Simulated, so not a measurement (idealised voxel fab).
The following is a process module called voxel transistor to metal.
Square cells of 5 nm make up the cross-section cut, whose width is 170 nm.
How to read a cross-section here: the picture is a grid of square cells, written as bands going from the top down, and any band can span one or more rows of cells.
Heights first: top, then bottom, in nm. Then materials, left to right, each with a width in nm. "full width" on a single material: fills the band edge to edge. "air": empty space.
Zero point of the height axis is 0; under it, received wafer = one material. Lowest band: continues down indefinitely, "z 0 and below".
Top row gets the first number, bottom row gets the second, and each row in between changes by the same step: that is how a band width like "30 to 40" works.
"stayed the same" means the step left every cell of the cross-section as it was.
In the "Unvented voids" entry, you get each enclosed empty space of 8 cells or more, one with no open way to the top, written width x height at distance, distance from the left edge, in nm.
That trailing text on a step's line, after the settings, is the simulator's own remark on the step.
What "overlay nm" on a step's line means: if the step has a mask, that mask lay this far to the right of its planned place, or, when the value is negative, to the left.
[Steps planned for the process]
1,RECEIVE | material Si
2,CONFORMAL_DEP | material SiO2 | thk nm 5
3,CONFORMAL_DEP | material SiN | thk nm 15
4,MASKED_ETCH | tone cover | mask id ACTIVE | width nm 125 | etch materials SiN | depth nm 15 | overlay nm 0
5,MASKED_ETCH | tone cover | mask id ACTIVE | width nm 125 | etch materials SiO2 | depth nm 5 | overlay nm 0
6,MASKED_ETCH | tone cover | mask id ACTIVE | width nm 125 | etch materials Si | depth nm 35 | overlay nm 0
7,FILL_DEP | material SiO2 | thk nm 10
8,CMP | height nm 20
9,SELECTIVE_ETCH | etch materials SiO2 | depth nm 10
10,STRIP | etch materials SiN
11,SELECTIVE_ETCH | etch materials SiO2 | depth nm 5
12,OXIDIZE | depth nm 5
13,DIRECTIONAL_DEP | material polySi | thk nm 20
14,DIRECTIONAL_DEP | material SiCN | thk nm 10
15,PATTERN | tone cover | mask id GATE | material resist | width nm 25 | thk nm 20 | overlay nm 0
16,DIRECTIONAL_ETCH | etch materials SiCN | depth nm 20
17,DIRECTIONAL_ETCH | etch materials polySi | depth nm 30
18,STRIP | etch materials resist
19,CONFORMAL_DEP | material SiO2 | thk nm 5
20,DIRECTIONAL_ETCH | etch materials SiO2 | depth nm 5
21,CONFORMAL_DEP | material SiN | thk nm 10
22,DIRECTIONAL_ETCH | etch materials SiN | depth nm 10
23,DIRECTIONAL_ETCH | etch materials SiO2 | depth nm 5
24,DIRECTIONAL_ETCH | etch materials Si | depth nm 10
25,EPI | material pSi | thk nm 15
26,FILL_DEP | material SiO2 | thk nm 5
27,CMP | height nm 30
28,DIRECTIONAL_DEP | material SiO2 | thk nm 10
29,MASKED_ETCH | tone open | mask id CONTACT | width nm 35 | pitch nm 70 | etch materials SiO2 | depth nm 30 | overlay nm 0
30,CONFORMAL_DEP | material TiN | thk nm 5
31,FILL_DEP | material W | thk nm 5
32,CMP | height nm 40
33,CONFORMAL_DEP | material SiCN | thk nm 5
34,DIRECTIONAL_DEP | material SiO2 | thk nm 20
35,DIRECTIONAL_DEP | material aC | thk nm 10
36,PATTERN | tone open | mask id METAL_1 | material resist | width nm 20 | pitch nm 85 | thk nm 25 | overlay nm 0
37,DIRECTIONAL_ETCH | etch materials aC | depth nm 10
38,STRIP | etch materials resist
39,DIRECTIONAL_ETCH | etch materials SiO2 | depth nm 20
40,DIRECTIONAL_ETCH | etch materials SiCN | depth nm 5
41,STRIP | etch materials aC
42,CONFORMAL_DEP | material TiN | thk nm 5
43,FILL_DEP | material Cu | thk nm 10
44,CMP | height nm 65
45,CONFORMAL_DEP | material SiCN | thk nm 5
[What follows covers the first of two wafers; it ran as planned]
[Incoming wafer, cross-sectional view, post step 1]
* z 0 and below | Si full width
* Unvented voids: none
[Cross-section through the wafer, step 2 finished]
* z 5 to 0 | SiO2 full width
* Below 0, the layers are the same as they were.
[Cross-section through the wafer, step 3 finished]
* z 20 to 5 | SiN full width
* Below 5, the layers are the same as they were.
[Cross-section through the wafer, step 4 finished]
* z 20 to 5 | 20 air, then 125 SiN, then 25 air
* Below 5, the layers are the same as they were.
[Cross-section through the wafer, step 5 finished]
* z 20 to 5 | 20 air, then 125 SiN, then 25 air
* z 5 to 0 | 20 air, then 125 SiO2, then 25 air
* Below 0, the layers are the same as they were.
[Cross-section through the wafer, step 6 finished]
* z 20 to 5 | 20 air, then 125 SiN, then 25 air
* z 5 to 0 | 20 air, then 125 SiO2, then 25 air
* z 0 to -35 | 20 air, then 125 Si, then 25 air
* Below -35, the layers are the same as they were.
[Cross-section through the wafer, step 7 finished]
* z 30 to 20 | SiO2 full width
* z 20 to 5 | 20 SiO2, then 125 SiN, then 25 SiO2
* z 5 to 0 | SiO2 full width
* z 0 to -35 | 20 SiO2, then 125 Si, then 25 SiO2
* Below -35, the layers are the same as they were.
[Cross-section through the wafer, step 8 finished]
* z 20 to 5 | 20 SiO2, then 125 SiN, then 25 SiO2
* Below 5, the layers are the same as they were.
[Cross-section through the wafer, step 9 finished]
* z 20 to 10 | 20 air, then 125 SiN, then 25 air
* Below 10, the layers are the same as they were.
[Cross-section through the wafer, step 10 finished]
* z 10 to 5 | 20 SiO2, then 125 air, then 25 SiO2
* Below 5, the layers are the same as they were.
[Cross-section through the wafer, step 11 finished]
* z 5 to 0 | 15 SiO2, then 135 air, then 20 SiO2
* Below 0, the layers are the same as they were.
[Cross-section through the wafer, step 12 finished]
* z 5 to 0 | 15 SiO2, then 135 air, then 20 SiO2
* z 0 to -5 | SiO2 full width
* Below -5, the layers are the same as they were.
[Cross-section through the wafer, step 13 finished]
* z 25 to 20 | 15 polySi, then 135 air, then 20 polySi
* z 20 to 5 | polySi full width
* z 5 to 0 | 15 SiO2, then 135 polySi, then 20 SiO2
* Below 0, the layers are the same as they were.
[Cross-section through the wafer, step 14 finished]
* z 35 to 30 | 15 SiCN, then 135 air, then 20 SiCN
* z 30 to 25 | SiCN full width
* z 25 to 20 | 15 polySi, then 135 SiCN, then 20 polySi
* Below 20, the layers are the same as they were.
[Cross-section through the wafer, step 15 finished]
* z 55 to 35 | 70 air, then 25 resist, then 75 air
* z 35 to 30 | 15 SiCN, then 55 air, then 25 resist, then 55 air, then 20 SiCN
* Below 30, the layers are the same as they were.
[Cross-section through the wafer, step 16 finished]
* z 55 to 30 | 70 air, then 25 resist, then 75 air
* z 30 to 25 | 70 air, then 25 SiCN, then 75 air
* z 25 to 20 | 15 polySi, then 55 air, then 25 SiCN, then 55 air, then 20 polySi
* Below 20, the layers are the same as they were.
[Cross-section through the wafer, step 17 finished]
* z 55 to 30 | 70 air, then 25 resist, then 75 air
* z 30 to 20 | 70 air, then 25 SiCN, then 75 air
* z 20 to 5 | 70 air, then 25 polySi, then 75 air
* z 5 to 0 | 15 SiO2, then 55 air, then 25 polySi, then 55 air, then 20 SiO2
* Below 0, the layers are the same as they were.
[Cross-section through the wafer, step 18 finished]
* z 30 to 20 | 70 air, then 25 SiCN, then 75 air
* Below 20, the layers are the same as they were.
[Cross-section through the wafer, step 19 finished]
* z 35 to 30 | 65 air, then 35 SiO2, then 70 air
* z 30 to 20 | 65 air, then 5 SiO2, then 25 SiCN, then 5 SiO2, then 70 air
* z 20 to 10 | 65 air, then 5 SiO2, then 25 polySi, then 5 SiO2, then 70 air
* z 10 to 5 | 20 SiO2, then 45 air, then 5 SiO2, then 25 polySi, then 5 SiO2, then 45 air, then 25 SiO2
* z 5 to 0 | 70 SiO2, then 25 polySi, then 75 SiO2
* Below 0, the layers are the same as they were.
[Cross-section through the wafer, step 20 finished]
* z 30 to 20 | 65 air, then 5 SiO2, then 25 SiCN, then 5 SiO2, then 70 air
* z 20 to 5 | 65 air, then 5 SiO2, then 25 polySi, then 5 SiO2, then 70 air
* z 5 to 0 | 20 SiO2, then 45 air, then 5 SiO2, then 25 polySi, then 5 SiO2, then 45 air, then 25 SiO2
* Below 0, the layers are the same as they were.
[Cross-section through the wafer, step 21 finished]
* z 40 to 30 | 55 air, then 55 SiN, then 60 air
* z 30 to 20 | 55 air, then 10 SiN, then 5 SiO2, then 25 SiCN, then 5 SiO2, then 10 SiN, then 60 air
* z 20 to 15 | 55 air, then 10 SiN, then 5 SiO2, then 25 polySi, then 5 SiO2, then 10 SiN, then 60 air
* z 15 to 10 | 30 SiN, then 25 air, then 10 SiN, then 5 SiO2, then 25 polySi, then 5 SiO2, then 10 SiN, then 25 air, then 35 SiN
* z 10 to 5 | 65 SiN, then 5 SiO2, then 25 polySi, then 5 SiO2, then 70 SiN
* z 5 to 0 | 20 SiO2, then 45 SiN, then 5 SiO2, then 25 polySi, then 5 SiO2, then 45 SiN, then 25 SiO2
* Below 0, the layers are the same as they were.
[Cross-section through the wafer, step 22 finished]
* z 30 to 20 | 55 air, then 10 SiN, then 5 SiO2, then 25 SiCN, then 5 SiO2, then 10 SiN, then 60 air
* z 20 to 5 | 55 air, then 10 SiN, then 5 SiO2, then 25 polySi, then 5 SiO2, then 10 SiN, then 60 air
* z 5 to 0 | 20 SiO2, then 10 SiN, then 25 air, then 10 SiN, then 5 SiO2, then 25 polySi, then 5 SiO2, then 10 SiN, then 25 air, then 10 SiN, then 25 SiO2
* Below 0, the layers are the same as they were.
[Cross-section through the wafer, step 23 finished]
* z 30 to 25 | 55 air, then 10 SiN, then 5 air, then 25 SiCN, then 5 air, then 10 SiN, then 60 air
* z 25 to 20 | 55 air, then 10 SiN, then 5 SiO2, then 25 SiCN, then 5 SiO2, then 10 SiN, then 60 air
* z 20 to 5 | 55 air, then 10 SiN, then 5 SiO2, then 25 polySi, then 5 SiO2, then 10 SiN, then 60 air
* z 5 to 0 | 20 air, then 10 SiN, then 25 air, then 10 SiN, then 5 SiO2, then 25 polySi, then 5 SiO2, then 10 SiN, then 25 air, then 10 SiN, then 25 air
* z 0 to -5 | 30 SiO2, then 25 air, then 55 SiO2, then 25 air, then 35 SiO2
* Below -5, the layers are the same as they were.
[Cross-section through the wafer, step 24 finished]
* z 30 to 25 | 55 air, then 10 SiN, then 5 air, then 25 SiCN, then 5 air, then 10 SiN, then 60 air
* z 25 to 20 | 55 air, then 10 SiN, then 5 SiO2, then 25 SiCN, then 5 SiO2, then 10 SiN, then 60 air
* z 20 to 5 | 55 air, then 10 SiN, then 5 SiO2, then 25 polySi, then 5 SiO2, then 10 SiN, then 60 air
* z 5 to 0 | 20 air, then 10 SiN, then 25 air, then 10 SiN, then 5 SiO2, then 25 polySi, then 5 SiO2, then 10 SiN, then 25 air, then 10 SiN, then 25 air
* z 0 to -5 | 30 SiO2, then 25 air, then 55 SiO2, then 25 air, then 35 SiO2
* z -5 to -15 | 20 SiO2, then 10 Si, then 25 air, then 55 Si, then 25 air, then 10 Si, then 25 SiO2
* Below -15, the layers are the same as they were.
[Cross-section through the wafer, step 25 finished]
* z 30 to 25 | 55 air, then 10 SiN, then 5 air, then 25 SiCN, then 5 air, then 10 SiN, then 60 air
* z 25 to 20 | 55 air, then 10 SiN, then 5 SiO2, then 25 SiCN, then 5 SiO2, then 10 SiN, then 60 air
* z 20 to 10 | 55 air, then 10 SiN, then 5 SiO2, then 25 polySi, then 5 SiO2, then 10 SiN, then 60 air
* z 10 to 5 | 25 air, then 30 pSi, then 10 SiN, then 5 SiO2, then 25 polySi, then 5 SiO2, then 10 SiN, then 30 pSi, then 30 air
* z 5 to 0 | 20 air, then 10 SiN, then 25 pSi, then 10 SiN, then 5 SiO2, then 25 polySi, then 5 SiO2, then 10 SiN, then 25 pSi, then 10 SiN, then 25 air
* z 0 to -5 | 30 SiO2, then 25 pSi, then 55 SiO2, then 25 pSi, then 35 SiO2
* z -5 to -15 | 20 SiO2, then 10 Si, then 25 pSi, then 55 Si, then 25 pSi, then 10 Si, then 25 SiO2
* Below -15, the layers are the same as they were.
[Cross-section through the wafer, step 26 finished]
* z 35 to 30 | SiO2 full width
* z 30 to 20 | 55 SiO2, then 10 SiN, then 5 SiO2, then 25 SiCN, then 5 SiO2, then 10 SiN, then 60 SiO2
* z 20 to 10 | 55 SiO2, then 10 SiN, then 5 SiO2, then 25 polySi, then 5 SiO2, then 10 SiN, then 60 SiO2
* z 10 to 5 | 25 SiO2, then 30 pSi, then 10 SiN, then 5 SiO2, then 25 polySi, then 5 SiO2, then 10 SiN, then 30 pSi, then 30 SiO2
* z 5 to 0 | 20 SiO2, then 10 SiN, then 25 pSi, then 10 SiN, then 5 SiO2, then 25 polySi, then 5 SiO2, then 10 SiN, then 25 pSi, then 10 SiN, then 25 SiO2
* Below 0, the layers are the same as they were.
[Cross-section through the wafer, step 27 finished]
* z 30 to 20 | 55 SiO2, then 10 SiN, then 5 SiO2, then 25 SiCN, then 5 SiO2, then 10 SiN, then 60 SiO2
* Below 20, the layers are the same as they were.
[Cross-section through the wafer, step 28 finished]
* z 40 to 30 | SiO2 full width
* Below 30, the layers are the same as they were.
[Cross-section through the wafer, step 29 finished]
* z 40 to 30 | 30 SiO2, then 35 air, then 35 SiO2, then 35 air, then 35 SiO2
* z 30 to 20 | 30 SiO2, then 25 air, then 10 SiN, then 5 SiO2, then 25 SiCN, then 5 SiO2, then 10 SiN, then 25 air, then 35 SiO2
* z 20 to 10 | 30 SiO2, then 25 air, then 10 SiN, then 5 SiO2, then 25 polySi, then 5 SiO2, then 10 SiN, then 25 air, then 35 SiO2
* Below 10, the layers are the same as they were.
[Cross-section through the wafer, step 30 finished]
* z 45 to 40 | 35 TiN, then 25 air, then 45 TiN, then 25 air, then 40 TiN
* z 40 to 30 | 30 SiO2, then 5 TiN, then 25 to 15 air, then 5 to 15 TiN, then 35 SiO2, then 5 to 15 TiN, then 25 to 15 air, then 5 TiN, then 35 SiO2
* z 30 to 20 | 30 SiO2, then 5 TiN, then 15 air, then 5 TiN, then 10 SiN, then 5 SiO2, then 25 SiCN, then 5 SiO2, then 10 SiN, then 5 TiN, then 15 air, then 5 TiN, then 35 SiO2
* z 20 to 15 | 30 SiO2, then 5 TiN, then 15 air, then 5 TiN, then 10 SiN, then 5 SiO2, then 25 polySi, then 5 SiO2, then 10 SiN, then 5 TiN, then 15 air, then 5 TiN, then 35 SiO2
* z 15 to 10 | 30 SiO2, then 25 TiN, then 10 SiN, then 5 SiO2, then 25 polySi, then 5 SiO2, then 10 SiN, then 25 TiN, then 35 SiO2
* Below 10, the layers are the same as they were.
[Cross-section through the wafer, step 31 finished]
* z 50 to 45 | W full width
* z 45 to 40 | 35 TiN, then 25 W, then 45 TiN, then 25 W, then 40 TiN
* z 40 to 30 | 30 SiO2, then 5 TiN, then 25 to 15 W, then 5 to 15 TiN, then 35 SiO2, then 5 to 15 TiN, then 25 to 15 W, then 5 TiN, then 35 SiO2
* z 30 to 20 | 30 SiO2, then 5 TiN, then 15 W, then 5 TiN, then 10 SiN, then 5 SiO2, then 25 SiCN, then 5 SiO2, then 10 SiN, then 5 TiN, then 15 W, then 5 TiN, then 35 SiO2
* z 20 to 15 | 30 SiO2, then 5 TiN, then 15 W, then 5 TiN, then 10 SiN, then 5 SiO2, then 25 polySi, then 5 SiO2, then 10 SiN, then 5 TiN, then 15 W, then 5 TiN, then 35 SiO2
* Below 15, the layers are the same as they were.
[Cross-section through the wafer, step 32 finished]
* z 40 to 30 | 30 SiO2, then 5 TiN, then 25 to 15 W, then 5 to 15 TiN, then 35 SiO2, then 5 to 15 TiN, then 25 to 15 W, then 5 TiN, then 35 SiO2
* Below 30, the layers are the same as they were.
[Cross-section through the wafer, step 33 finished]
* z 45 to 40 | SiCN full width
* Below 40, the layers are the same as they were.
[Cross-section through the wafer, step 34 finished]
* z 65 to 45 | SiO2 full width
* Below 45, the layers are the same as they were.
[Cross-section through the wafer, step 35 finished]
* z 75 to 65 | aC full width
* Below 65, the layers are the same as they were.
[Cross-section through the wafer, step 36 finished]
* z 100 to 75 | 30 resist, then 20 air, then 65 resist, then 20 air, then 35 resist
* Below 75, the layers are the same as they were.
[Cross-section through the wafer, step 37 finished]
* z 90 to 75 | 30 resist, then 20 air, then 65 resist, then 20 air, then 35 resist
* z 75 to 65 | 30 aC, then 20 air, then 65 aC, then 20 air, then 35 aC
* Below 65, the layers are the same as they were.
[Cross-section through the wafer, step 38 finished]
* z 75 to 65 | 30 aC, then 20 air, then 65 aC, then 20 air, then 35 aC
* Below 65, the layers are the same as they were.
[Cross-section through the wafer, step 39 finished]
* z 75 to 65 | 30 aC, then 20 air, then 65 aC, then 20 air, then 35 aC
* z 65 to 45 | 30 SiO2, then 20 air, then 65 SiO2, then 20 air, then 35 SiO2
* Below 45, the layers are the same as they were.
[Cross-section through the wafer, step 40 finished]
* z 75 to 65 | 30 aC, then 20 air, then 65 aC, then 20 air, then 35 aC
* z 65 to 45 | 30 SiO2, then 20 air, then 65 SiO2, then 20 air, then 35 SiO2
* z 45 to 40 | 30 SiCN, then 20 air, then 65 SiCN, then 20 air, then 35 SiCN
* Below 40, the layers are the same as they were.
[Cross-section through the wafer, step 41 finished]
* z 65 to 45 | 30 SiO2, then 20 air, then 65 SiO2, then 20 air, then 35 SiO2
* Below 45, the layers are the same as they were.
[Cross-section through the wafer, step 42 finished]
* z 70 to 65 | 35 TiN, then 10 air, then 75 TiN, then 10 air, then 40 TiN
* z 65 to 45 | 30 SiO2, then 5 TiN, then 10 air, then 5 TiN, then 65 SiO2, then 5 TiN, then 10 air, then 5 TiN, then 35 SiO2
* z 45 to 40 | 30 SiCN, then 20 TiN, then 65 SiCN, then 20 TiN, then 35 SiCN
* Below 40, the layers are the same as they were.
[Cross-section through the wafer, step 43 finished]
* z 80 to 70 | Cu full width
* z 70 to 65 | 35 TiN, then 10 Cu, then 75 TiN, then 10 Cu, then 40 TiN
* z 65 to 45 | 30 SiO2, then 5 TiN, then 10 Cu, then 5 TiN, then 65 SiO2, then 5 TiN, then 10 Cu, then 5 TiN, then 35 SiO2
* Below 45, the layers are the same as they were.
[Cross-section through the wafer, step 44 finished]
* z 65 to 45 | 30 SiO2, then 5 TiN, then 10 Cu, then 5 TiN, then 65 SiO2, then 5 TiN, then 10 Cu, then 5 TiN, then 35 SiO2
* Below 45, the layers are the same as they were.
[Cross-section through the wafer, step 45 finished]
* z 70 to 65 | SiCN full width
* Below 65, the layers are the same as they were.
[Wafer two. Same start, same plan, one slip in execution. Same as wafer one through step 20, inclusive]
Cross-sectional representation of the second wafer at the time designated in the plan for the completion of step 21: stayed the same
Cross-sectional representation of the second wafer at the time designated in the plan for the completion of step 22: stayed the same
[Cross-sectional representation of the second wafer at the time designated in the plan for the completion of step 23]
* z 30 to 25 | 70 air, then 25 SiCN, then 75 air
* z 25 to 20 | 65 air, then 5 SiO2, then 25 SiCN, then 5 SiO2, then 70 air
* z 20 to 0 | 65 air, then 5 SiO2, then 25 polySi, then 5 SiO2, then 70 air
* z 0 to -5 | 20 SiO2, then 45 air, then 35 SiO2, then 45 air, then 25 SiO2
* Below -5, the layers are the same as they were.
[Cross-sectional representation of the second wafer at the time designated in the plan for the completion of step 24]
* z 30 to 25 | 70 air, then 25 SiCN, then 75 air
* z 25 to 20 | 65 air, then 5 SiO2, then 25 SiCN, then 5 SiO2, then 70 air
* z 20 to 0 | 65 air, then 5 SiO2, then 25 polySi, then 5 SiO2, then 70 air
* z 0 to -5 | 20 SiO2, then 45 air, then 35 SiO2, then 45 air, then 25 SiO2
* z -5 to -15 | 20 SiO2, then 45 air, then 35 Si, then 45 air, then 25 SiO2
* Below -15, the layers are the same as they were.
[Cross-sectional representation of the second wafer at the time designated in the plan for the completion of step 25]
* z 30 to 25 | 70 air, then 25 SiCN, then 75 air
* z 25 to 20 | 65 air, then 5 SiO2, then 25 SiCN, then 5 SiO2, then 70 air
* z 20 to 10 | 65 air, then 5 SiO2, then 25 polySi, then 5 SiO2, then 70 air
* z 10 to 0 | 50 air, then 15 pSi, then 5 SiO2, then 25 polySi, then 5 SiO2, then 15 pSi, then 55 air
* z 0 to -5 | 20 SiO2, then 45 pSi, then 35 SiO2, then 45 pSi, then 25 SiO2
* z -5 to -15 | 20 SiO2, then 45 pSi, then 35 Si, then 45 pSi, then 25 SiO2
* Below -15, the layers are the same as they were.
[Cross-sectional representation of the second wafer at the time designated in the plan for the completion of step 26]
* z 35 to 30 | SiO2 full width
* z 30 to 20 | 70 SiO2, then 25 SiCN, then 75 SiO2
* z 20 to 10 | 70 SiO2, then 25 polySi, then 75 SiO2
* z 10 to 0 | 50 SiO2, then 15 pSi, then 5 SiO2, then 25 polySi, then 5 SiO2, then 15 pSi, then 55 SiO2
* Below 0, the layers are the same as they were.
[Cross-sectional representation of the second wafer at the time designated in the plan for the completion of step 27]
* z 30 to 20 | 70 SiO2, then 25 SiCN, then 75 SiO2
* Below 20, the layers are the same as they were.
[Cross-sectional representation of the second wafer at the time designated in the plan for the completion of step 28]
* z 40 to 30 | SiO2 full width
* Below 30, the layers are the same as they were.
[Cross-sectional representation of the second wafer at the time designated in the plan for the completion of step 29]
* z 40 to 30 | 30 SiO2, then 35 air, then 35 SiO2, then 35 air, then 35 SiO2
* z 30 to 20 | 30 SiO2, then 35 air, then 5 SiO2, then 25 SiCN, then 5 SiO2, then 35 air, then 35 SiO2
* z 20 to 10 | 30 SiO2, then 35 air, then 5 SiO2, then 25 polySi, then 5 SiO2, then 35 air, then 35 SiO2
* Below 10, the layers are the same as they were.
[Cross-sectional representation of the second wafer at the time designated in the plan for the completion of step 30]
* z 45 to 40 | 35 TiN, then 25 air, then 45 TiN, then 25 air, then 40 TiN
* z 40 to 30 | 30 SiO2, then 5 TiN, then 25 air, then 5 TiN, then 35 SiO2, then 5 TiN, then 25 air, then 5 TiN, then 35 SiO2
* z 30 to 20 | 30 SiO2, then 5 TiN, then 25 air, then 5 TiN, then 5 SiO2, then 25 SiCN, then 5 SiO2, then 5 TiN, then 25 air, then 5 TiN, then 35 SiO2
* z 20 to 15 | 30 SiO2, then 5 TiN, then 25 air, then 5 TiN, then 5 SiO2, then 25 polySi, then 5 SiO2, then 5 TiN, then 25 air, then 5 TiN, then 35 SiO2
* z 15 to 10 | 30 SiO2, then 35 TiN, then 5 SiO2, then 25 polySi, then 5 SiO2, then 35 TiN, then 35 SiO2
* Below 10, the layers are the same as they were.
[Cross-sectional representation of the second wafer at the time designated in the plan for the completion of step 31]
* z 50 to 45 | W full width
* z 45 to 40 | 35 TiN, then 25 W, then 45 TiN, then 25 W, then 40 TiN
* z 40 to 30 | 30 SiO2, then 5 TiN, then 25 W, then 5 TiN, then 35 SiO2, then 5 TiN, then 25 W, then 5 TiN, then 35 SiO2
* z 30 to 20 | 30 SiO2, then 5 TiN, then 25 W, then 5 TiN, then 5 SiO2, then 25 SiCN, then 5 SiO2, then 5 TiN, then 25 W, then 5 TiN, then 35 SiO2
* z 20 to 15 | 30 SiO2, then 5 TiN, then 25 W, then 5 TiN, then 5 SiO2, then 25 polySi, then 5 SiO2, then 5 TiN, then 25 W, then 5 TiN, then 35 SiO2
* Below 15, the layers are the same as they were.
[Cross-sectional representation of the second wafer at the time designated in the plan for the completion of step 32]
* z 40 to 30 | 30 SiO2, then 5 TiN, then 25 W, then 5 TiN, then 35 SiO2, then 5 TiN, then 25 W, then 5 TiN, then 35 SiO2
* Below 30, the layers are the same as they were.
[Cross-sectional representation of the second wafer at the time designated in the plan for the completion of step 33]
* z 45 to 40 | SiCN full width
* Below 40, the layers are the same as they were.
[Cross-sectional representation of the second wafer at the time designated in the plan for the completion of step 34]
* z 65 to 45 | SiO2 full width
* Below 45, the layers are the same as they were.
[Cross-sectional representation of the second wafer at the time designated in the plan for the completion of step 35]
* z 75 to 65 | aC full width
* Below 65, the layers are the same as they were.
[Cross-sectional representation of the second wafer at the time designated in the plan for the completion of step 36]
* z 100 to 75 | 30 resist, then 20 air, then 65 resist, then 20 air, then 35 resist
* Below 75, the layers are the same as they were.
[Cross-sectional representation of the second wafer at the time designated in the plan for the completion of step 37]
* z 90 to 75 | 30 resist, then 20 air, then 65 resist, then 20 air, then 35 resist
* z 75 to 65 | 30 aC, then 20 air, then 65 aC, then 20 air, then 35 aC
* Below 65, the layers are the same as they were.
[Cross-sectional representation of the second wafer at the time designated in the plan for the completion of step 38]
* z 75 to 65 | 30 aC, then 20 air, then 65 aC, then 20 air, then 35 aC
* Below 65, the layers are the same as they were.
[Cross-sectional representation of the second wafer at the time designated in the plan for the completion of step 39]
* z 75 to 65 | 30 aC, then 20 air, then 65 aC, then 20 air, then 35 aC
* z 65 to 45 | 30 SiO2, then 20 air, then 65 SiO2, then 20 air, then 35 SiO2
* Below 45, the layers are the same as they were.
[Cross-sectional representation of the second wafer at the time designated in the plan for the completion of step 40]
* z 75 to 65 | 30 aC, then 20 air, then 65 aC, then 20 air, then 35 aC
* z 65 to 45 | 30 SiO2, then 20 air, then 65 SiO2, then 20 air, then 35 SiO2
* z 45 to 40 | 30 SiCN, then 20 air, then 65 SiCN, then 20 air, then 35 SiCN
* Below 40, the layers are the same as they were.
[Cross-sectional representation of the second wafer at the time designated in the plan for the completion of step 41]
* z 65 to 45 | 30 SiO2, then 20 air, then 65 SiO2, then 20 air, then 35 SiO2
* Below 45, the layers are the same as they were.
[Cross-sectional representation of the second wafer at the time designated in the plan for the completion of step 42]
* z 70 to 65 | 35 TiN, then 10 air, then 75 TiN, then 10 air, then 40 TiN
* z 65 to 45 | 30 SiO2, then 5 TiN, then 10 air, then 5 TiN, then 65 SiO2, then 5 TiN, then 10 air, then 5 TiN, then 35 SiO2
* z 45 to 40 | 30 SiCN, then 20 TiN, then 65 SiCN, then 20 TiN, then 35 SiCN
* Below 40, the layers are the same as they were.
[Cross-sectional representation of the second wafer at the time designated in the plan for the completion of step 43]
* z 80 to 70 | Cu full width
* z 70 to 65 | 35 TiN, then 10 Cu, then 75 TiN, then 10 Cu, then 40 TiN
* z 65 to 45 | 30 SiO2, then 5 TiN, then 10 Cu, then 5 TiN, then 65 SiO2, then 5 TiN, then 10 Cu, then 5 TiN, then 35 SiO2
* Below 45, the layers are the same as they were.
[Cross-sectional representation of the second wafer at the time designated in the plan for the completion of step 44]
* z 65 to 45 | 30 SiO2, then 5 TiN, then 10 Cu, then 5 TiN, then 65 SiO2, then 5 TiN, then 10 Cu, then 5 TiN, then 35 SiO2
* Below 45, the layers are the same as they were.
[Cross-sectional representation of the second wafer at the time designated in the plan for the completion of step 45]
* z 70 to 65 | SiCN full width
* Below 65, the layers are the same as they were.
Where did the run depart from the plan? step 21 in the plan did not get run; it was skipped
Final comparison by cell count, materials where the second wafer has more or fewer than the first: Si -16 | SiN -28 | SiO2 +14 | W +16 | pSi +14
